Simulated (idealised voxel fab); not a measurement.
Process module name: voxel double patterning
Xsec cut, 160 nm wide, square cell size 5 nm.
This document writes a cross-section as a grid whose cells are square, and gives it as bands, listed from the top down; one or more rows of cells form a band.
In this notation a band is specified by the heights of its top and bottom, in that order and in nm, after which its materials appear from left to right, each paired with its width in nm. The word "all across" attached to a single material means that material fills the band from edge to edge; the word "empty" stands for empty space.
For the purposes of this specification, 0 denotes the height below which the wafer in its as-received condition is composed wholly of one material, and the lowermost band, lacking a lower limit, extends downward without end, as expressed in "0..down".
The width entry "30..40" should be interpreted row by row: the top row of cells in the band takes the first number, the bottom row takes the second number, and the change between adjacent rows is uniform throughout.
It should be understood that the words "same as before", when stated for a given step, signify that the cross-section underwent no change in any of its cells during that step.
Closed empty spaces (no open way to the top) of 8 cells or more are what "Sealed internal cavities" lists, each as width x height at distance from the left edge, nm for all three.
Note: text after step settings on the step line = simulator remark on that step.
On any step carrying a mask, the "overlay nm" setting, if present on the step's line, tells how far right of its planned place the mask lay; negative values point to the left.

[Here's what the planned process steps look like]
- 1: RECEIVE,material Si
- 2: CONFORMAL_DEP,material SiO2,thk nm 10
- 3: DIRECTIONAL_DEP,material W,thk nm 10
- 4: DIRECTIONAL_DEP,material SiCN,thk nm 5
- 5: DIRECTIONAL_DEP,material aC,thk nm 15
- 6: PATTERN,tone open,mask id FIRST,material resist,width nm 15,pitch nm 50,thk nm 30,overlay nm 0
- 7: DIRECTIONAL_ETCH,etch materials aC,depth nm 15
- 8: STRIP,etch materials resist
- 9: DIRECTIONAL_ETCH,etch materials SiCN,depth nm 5
- 10: STRIP,etch materials aC
- 11: DIRECTIONAL_DEP,material aC,thk nm 10
- 12: PATTERN,tone open,mask id SECOND,material resist,width nm 15,pitch nm 50,thk nm 30,overlay nm 0
- 13: DIRECTIONAL_ETCH,etch materials aC,depth nm 10
- 14: STRIP,etch materials resist
- 15: DIRECTIONAL_ETCH,etch materials SiCN,depth nm 5
- 16: STRIP,etch materials aC
- 17: DIRECTIONAL_ETCH,etch materials W,depth nm 10
- 18: STRIP,etch materials SiCN

[First of two wafers - as planned]

[Cross-section of the wafer at receipt, which is the condition after step 1]
- 0..down: Si all across
- Sealed internal cavities: none

[Step 2 done - wafer cross-section]
- 10..0: SiO2 all across
- Note: structure below 0 unchanged.

[Step 3 done - wafer cross-section]
- 20..10: W all across
- Note: structure below 10 unchanged.

[Step 4 done - wafer cross-section]
- 25..20: SiCN all across
- Note: structure below 20 unchanged.

[Step 5 done - wafer cross-section]
- 40..25: aC all across
- Note: structure below 25 unchanged.

[Step 6 done - wafer cross-section]
- 70..40: resist (20), empty (15), resist (35), empty (15), resist (35), empty (15), resist (25)
- Note: structure below 40 unchanged.

[Step 7 done - wafer cross-section]
- 55..40: resist (20), empty (15), resist (35), empty (15), resist (35), empty (15), resist (25)
- 40..25: aC (20), empty (15), aC (35), empty (15), aC (35), empty (15), aC (25)
- Note: structure below 25 unchanged.

[Step 8 done - wafer cross-section]
- 40..25: aC (20), empty (15), aC (35), empty (15), aC (35), empty (15), aC (25)
- Note: structure below 25 unchanged.

[Step 9 done - wafer cross-section]
- 40..25: aC (20), empty (15), aC (35), empty (15), aC (35), empty (15), aC (25)
- 25..20: SiCN (20), empty (15), SiCN (35), empty (15), SiCN (35), empty (15), SiCN (25)
- Note: structure below 20 unchanged.

[Step 10 done - wafer cross-section]
- 25..20: SiCN (20), empty (15), SiCN (35), empty (15), SiCN (35), empty (15), SiCN (25)
- Note: structure below 20 unchanged.

[Step 11 done - wafer cross-section]
- 35..30: aC (20), empty (15), aC (35), empty (15), aC (35), empty (15), aC (25)
- 30..25: aC all across
- 25..20: SiCN (20), aC (15), SiCN (35), aC (15), SiCN (35), aC (15), SiCN (25)
- Note: structure below 20 unchanged.

[Step 12 done - wafer cross-section]
- 65..35: resist (45), empty (15), resist (35), empty (15), resist (50)
- 35..30: aC (20), resist (15), aC (35), resist (15), aC (35), resist (15), aC (25)
- Note: structure below 30 unchanged.

[Step 13 done - wafer cross-section]
- 55..35: resist (45), empty (15), resist (35), empty (15), resist (50)
- 35..30: aC (20), resist (15), aC (10), empty (15), aC (10), resist (15), aC (10), empty (15), aC (10), resist (15), aC (25)
- 30..25: aC (45), empty (15), aC (35), empty (15), aC (50)
- Note: structure below 25 unchanged.

[Step 14 done - wafer cross-section]
- 35..30: aC (20), empty (15), aC (10), empty (15), aC (10), empty (15), aC (10), empty (15), aC (10), empty (15), aC (25)
- Note: structure below 30 unchanged.

[Step 15 done - wafer cross-section]
- 35..30: aC (20), empty (15), aC (10), empty (15), aC (10), empty (15), aC (10), empty (15), aC (10), empty (15), aC (25)
- 30..25: aC (45), empty (15), aC (35), empty (15), aC (50)
- 25..20: SiCN (20), aC (15), SiCN (10), empty (15), SiCN (10), aC (15), SiCN (10), empty (15), SiCN (10), aC (15), SiCN (25)
- Note: structure below 20 unchanged.

[Step 16 done - wafer cross-section]
- 25..20: SiCN (20), empty (15), SiCN (10), empty (15), SiCN (10), empty (15), SiCN (10), empty (15), SiCN (10), empty (15), SiCN (25)
- Note: structure below 20 unchanged.

[Step 17 done - wafer cross-section]
- 25..20: SiCN (20), empty (15), SiCN (10), empty (15), SiCN (10), empty (15), SiCN (10), empty (15), SiCN (10), empty (15), SiCN (25)
- 20..10: W (20), empty (15), W (10), empty (15), W (10), empty (15), W (10), empty (15), W (10), empty (15), W (25)
- Note: structure below 10 unchanged.

[Step 18 done - wafer cross-section]
- 20..10: W (20), empty (15), W (10), empty (15), W (10), empty (15), W (10), empty (15), W (10), empty (15), W (25)
- Note: structure below 10 unchanged.

[Second of two: same start, same plan, one run error; steps up to and including 8 match the first]

[The second wafer cut through, at the time step 9 was supposed to be finished]
- 40..25: aC (20), empty (15), aC (35), empty (15), aC (35), empty (15), aC (25)
- 25..20: SiCN (20), empty (15), SiCN (35), empty (15), SiCN (35), empty (15), SiCN (25)
- Note: structure below 20 unchanged.

[The second wafer cut through, at the time step 10 was supposed to be finished]
- 25..20: SiCN (20), empty (15), SiCN (35), empty (15), SiCN (35), empty (15), SiCN (25)
- Note: structure below 20 unchanged.

[The second wafer cut through, at the time step 11 was supposed to be finished]
- 35..30: aC (20), empty (15), aC (35), empty (15), aC (35), empty (15), aC (25)
- 30..25: aC all across
- 25..20: SiCN (20), aC (15), SiCN (35), aC (15), SiCN (35), aC (15), SiCN (25)
- Note: structure below 20 unchanged.

[The second wafer cut through, at the time step 12 was supposed to be finished]
- 65..35: resist (45), empty (15), resist (35), empty (15), resist (50)
- 35..30: aC (20), resist (15), aC (35), resist (15), aC (35), resist (15), aC (25)
- Note: structure below 30 unchanged.

[The second wafer cut through, at the time step 13 was supposed to be finished]
- 55..35: resist (45), empty (15), resist (35), empty (15), resist (50)
- 35..30: aC (20), resist (15), aC (10), empty (15), aC (10), resist (15), aC (10), empty (15), aC (10), resist (15), aC (25)
- 30..25: aC (45), empty (15), aC (35), empty (15), aC (50)
- Note: structure below 25 unchanged.

[The second wafer cut through, at the time step 14 was supposed to be finished]
- 35..30: aC (20), empty (15), aC (10), empty (15), aC (10), empty (15), aC (10), empty (15), aC (10), empty (15), aC (25)
- Note: structure below 30 unchanged.

[The second wafer cut through, at the time step 15 was supposed to be finished]
- 35..30: aC (20), empty (15), aC (10), empty (15), aC (10), empty (15), aC (10), empty (15), aC (10), empty (15), aC (25)
- 30..25: aC (45), empty (15), aC (35), empty (15), aC (50)
- 25..20: SiCN (20), aC (15), SiCN (10), empty (15), SiCN (10), aC (15), SiCN (10), empty (15), SiCN (10), aC (15), SiCN (25)
- Note: structure below 20 unchanged.

[The second wafer cut through, at the time step 16 was supposed to be finished]
- 25..20: SiCN (20), empty (15), SiCN (10), empty (15), SiCN (10), empty (15), SiCN (10), empty (15), SiCN (10), empty (15), SiCN (25)
- Note: structure below 20 unchanged.

[The second wafer cut through, at the time step 17 was supposed to be finished]
- 25..20: SiCN (20), empty (15), SiCN (10), empty (15), SiCN (10), empty (15), SiCN (10), empty (15), SiCN (10), empty (15), SiCN (25)
- 20..10: W (20), empty (15), W (10), empty (15), W (10), empty (15), W (10), empty (15), W (10), empty (15), W (25)
- Note: structure below 10 unchanged.

[The second wafer cut through, at the time step 18 was supposed to be finished]
- 20..10: W (20), empty (15), W (10), empty (15), W (10), empty (15), W (10), empty (15), W (10), empty (15), W (25)
- Note: structure below 10 unchanged.
Finding, execution versus plan: step 9, plan: ran twice
Honestly, by the end the two wafers have the same cross-section, so the mistake just doesn't show up in what this model computes.
